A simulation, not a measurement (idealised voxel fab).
Name of the process module below: voxel plated lines
Pictured: cross-section cut, 215 nm wide, on a grid of 5 nm square cells.
If you're reading a cross-section in this doc, picture square cells in a grid; it comes to you as bands, top ones listed first down to the bottom, and a band can be one or more rows of cells. Read a band's entry like this: the first values are the height of its top and the height of its bottom in nm, and what follows is the sequence of materials from left to right, each with its width in nm. Note that "air" is empty space, and that a single material marked "edge to edge" reaches across the band from edge to edge. The level at which height equals 0 is the one under which the wafer, as it arrives, is entirely one material. No lower edge exists for the bottom band, which continues downward and is notated as in "0 down". With a width like "30 to 40", each row of cells in the band differs from the next by the same amount, the top row carrying the first number and the bottom row the second. The cross-section has no changed cell in any step marked "nothing altered". Any empty space of 8 cells or more lacking an open way to the top shows up in "Enclosed void inventory" as width x height at distance, distance from the left edge, in nm. On a step's line, text after the settings is the simulator commenting on that step. Steps that use a mask can have "overlay nm" on their line. It says how far the mask sat to the right of where it was meant to be. Negative means to the left.

Process steps (planned)
step 1: RECEIVE (material Si)
step 2: CONFORMAL_DEP (material SiN; thk nm 15)
step 3: DIRECTIONAL_DEP (material TiN; thk nm 5)
step 4: PATTERN (tone open; mask id LINES; material resist; width nm 25; pitch nm 55; thk nm 30; overlay nm 0)
step 5: EPI (material Ru; thk nm 5)
step 6: EPI (material Ru; thk nm 5)
step 7: STRIP (etch materials resist)
step 8: DIRECTIONAL_ETCH (etch materials TiN; depth nm 5)
step 9: CONFORMAL_DEP (material SiO2; thk nm 5)

This is the cross-section of the wafer as we received it, i.e. after step 1
0 down | Si edge to edge
Enclosed void inventory: none

Starting wafer: above. Plan: above. Run: one mistake. Cross-section after the module: below
25 to 20 | SiO2 edge to edge
20 to 5 | SiN edge to edge
5 to 0 | TiN edge to edge
0 down | Si edge to edge
Enclosed void inventory: none
Diagnosis: steps 2 and 3 run out of order (swapped)
